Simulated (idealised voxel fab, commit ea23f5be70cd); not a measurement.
Module name: voxel air gaps (process module)
Each square cell in cross-section cut measures 5 nm, and the section as a whole is 210 nm wide.
A cross-section in this document is a grid of square cells, and it is written down as bands, the top band listed before the ones below it; a band is made up of one or more rows of cells. Per band: top height and bottom height in nm, followed by the left-to-right materials and their widths in nm; "full width" marks a single material spanning edge to edge, "blank" marks empty space. Heights from 0 (as-received wafer is one material below). Bottom band endless downward, as "top 0, no bottom". Width "30 to 40": first value at the band's top row of cells, second value at its bottom row, equal change from row to row. What does "changes: none" mean for a step? It means no cell of the cross-section changed in that step. Entry "Enclosed cavities" = empty spaces >= 8 cells with no open way to the top; each as width x height at distance, distance from left edge, all nm. Past the settings on a step's line: simulator remark, on that step. The setting "overlay nm" may be written on the line of a step. When the step uses a mask, the value reports how far to the right of the planned place the mask lay, and a negative value reports that it lay to the left.
## Here's what the planned process steps look like
1,op RECEIVE | material Si
2,op CONFORMAL_DEP | material SiO2 | thk nm 10
3,op CONFORMAL_DEP | material SiN | thk nm 5
4,op DIRECTIONAL_DEP | material lowk | thk nm 35
5,op DIRECTIONAL_DEP | material aC | thk nm 15
6,op PATTERN | tone open | mask id LINES | material resist | width nm 15 | pitch nm 45 | thk nm 30 | overlay nm 0
7,op DIRECTIONAL_ETCH | etch materials aC | depth nm 15
8,op STRIP | etch materials resist
9,op DIRECTIONAL_ETCH | etch materials lowk | depth nm 35
10,op STRIP | etch materials aC
11,op CONFORMAL_DEP | material TiN | thk nm 5
12,op FILL_DEP | material Ru | thk nm 5
13,op CMP | height nm 50
14,op EPI | material Ru | thk nm 10
15,op SELECTIVE_ETCH | etch materials lowk | depth nm 45
16,op CONFORMAL_DEP | material SiCN | thk nm 5
## Received-state cross-section, reflecting completion of step 1
  top 0, no bottom  Si full width
  Enclosed cavities: none
## This is how the wafer looks in cross-section once the module is done, given the starting state and plan above and one mistake in carrying the plan out
  top 65, bottom 60  blank (15); SiCN (180); blank (15)
  top 60, bottom 50  blank (15); SiCN (5); Ru (35); SiCN (10); Ru (35); SiCN (10); Ru (35); SiCN (10); Ru (35); SiCN (5); blank (15)
  top 50, bottom 45  blank (15); SiCN (15); TiN (5); Ru (5); TiN (5); SiCN (30); TiN (5); Ru (5); TiN (5); SiCN (30); TiN (5); Ru (5); TiN (5); SiCN (30); TiN (5); Ru (5); TiN (5); SiCN (15); blank (15)
  top 45, bottom 20  blank (25); SiCN (5); TiN (5); Ru (5); TiN (5); SiCN (5); blank (20); SiCN (5); TiN (5); Ru (5); TiN (5); SiCN (5); blank (20); SiCN (5); TiN (5); Ru (5); TiN (5); SiCN (5); blank (20); SiCN (5); TiN (5); Ru (5); TiN (5); SiCN (5); blank (25)
  top 20, bottom 15  SiCN (30); TiN (15); SiCN (30); TiN (15); SiCN (30); TiN (15); SiCN (30); TiN (15); SiCN (30)
  top 15, bottom 10  SiN full width
  top 10, bottom 0  TiN full width
  top 0, no bottom  Si full width
  Enclosed cavities: 20 x 25 at 50; 20 x 25 at 95; 20 x 25 at 140
Short version of what went wrong: step 2 was processed under conditions differing from the plan, specifically as op CONFORMAL_DEP | material TiN | thk nm 10
